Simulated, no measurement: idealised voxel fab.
Title: Process Module voxel double patterning
For reference, the cross-section in this document is cut, with width 295 nm and square cells of 5 nm.
Throughout this document, each cross-section is represented as a grid of square cells and is presented as a sequence of bands enumerated from the top downward, where a band comprises one or more rows of cells.
For a band, the entry starts with two heights in nm, that of the top and then that of the bottom, and carries on with the band's materials in order from left to right, each alongside its width in nm; the word "edge to edge" beside a single material means it fills the band edge to edge, and "empty" means empty space.
Height 0 is the level under which the wafer as received is all one material. The lowest band goes on downwards, as in "top 0, no bottom".
Width "30 to 40": first value at the band's top row of cells, second value at its bottom row, equal change from row to row.
Basically "changes: none" means that step didn't change any cell in the cross-section.
Empty spaces without an open route to the top, at least 8 cells in extent, make up the entry "Trapped void list"; each is given as width x height at distance, where the distance is measured from the left edge, and all are in nm.
The remark found on a step's line after its settings is issued by the simulator itself and pertains to that step.
"overlay nm" on a masked step: distance the mask lay right of its planned place, negative for left.

-- Planned process steps
| 1 | RECEIVE | material Si |
| 2 | CONFORMAL_DEP | material SiO2 | thk nm 5 |
| 3 | DIRECTIONAL_DEP | material W | thk nm 10 |
| 4 | DIRECTIONAL_DEP | material SiCN | thk nm 10 |
| 5 | DIRECTIONAL_DEP | material aC | thk nm 15 |
| 6 | PATTERN | tone open | mask id FIRST | material resist | width nm 15 | pitch nm 50 | thk nm 35 | overlay nm 0 |
| 7 | DIRECTIONAL_ETCH | etch materials aC | depth nm 15 |
| 8 | STRIP | etch materials resist |
| 9 | DIRECTIONAL_ETCH | etch materials SiCN | depth nm 10 |
| 10 | STRIP | etch materials aC |
| 11 | MASKED_ETCH | tone open | mask id SECOND | width nm 15 | etch materials SiCN | depth nm 10 | overlay nm 0 |
| 12 | DIRECTIONAL_ETCH | etch materials W | depth nm 10 |
| 13 | STRIP | etch materials SiCN |

-- Cross-section, incoming material, after step 1
> top 0, no bottom = Si edge to edge
> Trapped void list: none

-- The following cross-section depicts the wafer upon conclusion of the module. Processing commenced from the starting condition illustrated above and adhered to the plan illustrated above, save for one mistake in execution
> top 15, bottom 5 = 115 empty / 15 W / 35 empty / 15 W / 115 empty
> top 5, bottom 0 = SiO2 edge to edge
> top 0, no bottom = Si edge to edge
> Trapped void list: none
Against the plan, the run slipped here: step 6 changed vs plan, executed as PATTERN | tone cover | mask id FIRST | material resist | width nm 15 | pitch nm 50 | thk nm 35 | overlay nm 0
